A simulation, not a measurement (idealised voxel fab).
process module | voxel self aligned vias
cross-section cut | 210 nm wide | cells 5 nm
A cross-section is a grid of square cells, given in bands from the top down. A band is one or more rows of cells.
Each band's line starts with the height of the band's top and of its bottom, in nm. Then come its materials from left to right, each with its width in nm. One material with "throughout" fills the band from edge to edge. "air" is empty space.
Height 0 is the level under which the wafer as received is all one material. The lowest band goes on downwards, as in "0 down".
A width such as "30 to 40" changes by the same amount from each row of cells to the next, from the band's top row to its bottom row.
"no change" after a step means that no cell of the cross-section changed.
closed voids: empty space of 8 cells or more with no open way to the top, each as width x height at its distance from the left edge, in nm
after a step's settings: what the simulator itself notes on the step
overlay nm, on a step with a mask: how far to the right of its planned place the mask lay; to the left if negative
plan
1 op RECEIVE | material Si
2 op CONFORMAL_DEP | material SiO2 | thk nm 10
3 op CONFORMAL_DEP | material SiCN | thk nm 5
4 op DIRECTIONAL_DEP | material SiO2 | thk nm 30
5 op MASKED_ETCH | tone open | mask id LINES | width nm 20 | pitch nm 60 | etch materials SiO2 | depth nm 30 | overlay nm 0
6 op CONFORMAL_DEP | material TiN | thk nm 5
7 op FILL_DEP | material W | thk nm 5
8 op CMP | height nm 45
9 op SELECTIVE_ETCH | etch materials W Ru TiN | depth nm 5
10 op FILL_DEP | material SiN | thk nm 10
11 op CMP | height nm 45
12 op DIRECTIONAL_DEP | material SiO2 | thk nm 15
13 op PATTERN | tone open | mask id VIAS | material resist | width nm 30 | thk nm 20 | overlay nm 0
14 op DIRECTIONAL_ETCH | etch materials SiO2 | depth nm 15
15 op DIRECTIONAL_ETCH | etch materials SiN | depth nm 5
16 op STRIP | etch materials resist
17 op CONFORMAL_DEP | material TiN | thk nm 5
18 op FILL_DEP | material Ru | thk nm 5
19 op CMP | height nm 60
20 op CONFORMAL_DEP | material SiN | thk nm 5
as received, after step 1
  0 down: Si throughout
  closed voids: none
first wafer at the end, as planned
  65 to 60: SiN throughout
  60 to 50: SiO2 60 | TiN 5 | Ru 20 | TiN 5 | SiO2 120
  50 to 45: SiO2 60 | TiN 10 | Ru 10 | TiN 10 | SiO2 120
  45 to 40: SiO2 65 | TiN 20 | SiO2 40 | SiN 20 | SiO2 65
  40 to 20: SiO2 65 | TiN 5 | W 10 | TiN 5 | SiO2 40 | TiN 5 | W 10 | TiN 5 | SiO2 65
  20 to 15: SiO2 65 | TiN 20 | SiO2 40 | TiN 20 | SiO2 65
  15 to 10: SiCN throughout
  10 to 0: SiO2 throughout
  0 down: Si throughout
  closed voids: none
second wafer at the end: like start, like plan, one mistake
  65 to 60: SiN throughout
  60 to 50: Ru 55 | TiN 5 | SiO2 30 | TiN 5 | Ru 115
  50 to 45: TiN 60 | SiO2 30 | TiN 40 | Ru 10 | TiN 70
  45 to 40: SiO2 65 | SiN 20 | SiO2 40 | TiN 20 | SiO2 65
  40 to 20: SiO2 65 | TiN 5 | W 10 | TiN 5 | SiO2 40 | TiN 5 | W 10 | TiN 5 | SiO2 65
  20 to 15: SiO2 65 | TiN 20 | SiO2 40 | TiN 20 | SiO2 65
  15 to 10: SiCN throughout
  10 to 0: SiO2 throughout
  0 down: Si throughout
  closed voids: none
what went wrong: step 13 ran as: op PATTERN | tone cover | mask id VIAS | material resist | width nm 30 | thk nm 20 | overlay nm 0
at the end the second wafer has, in cells: 60 more of Ru | 90 fewer of SiO2 | 30 more of TiN
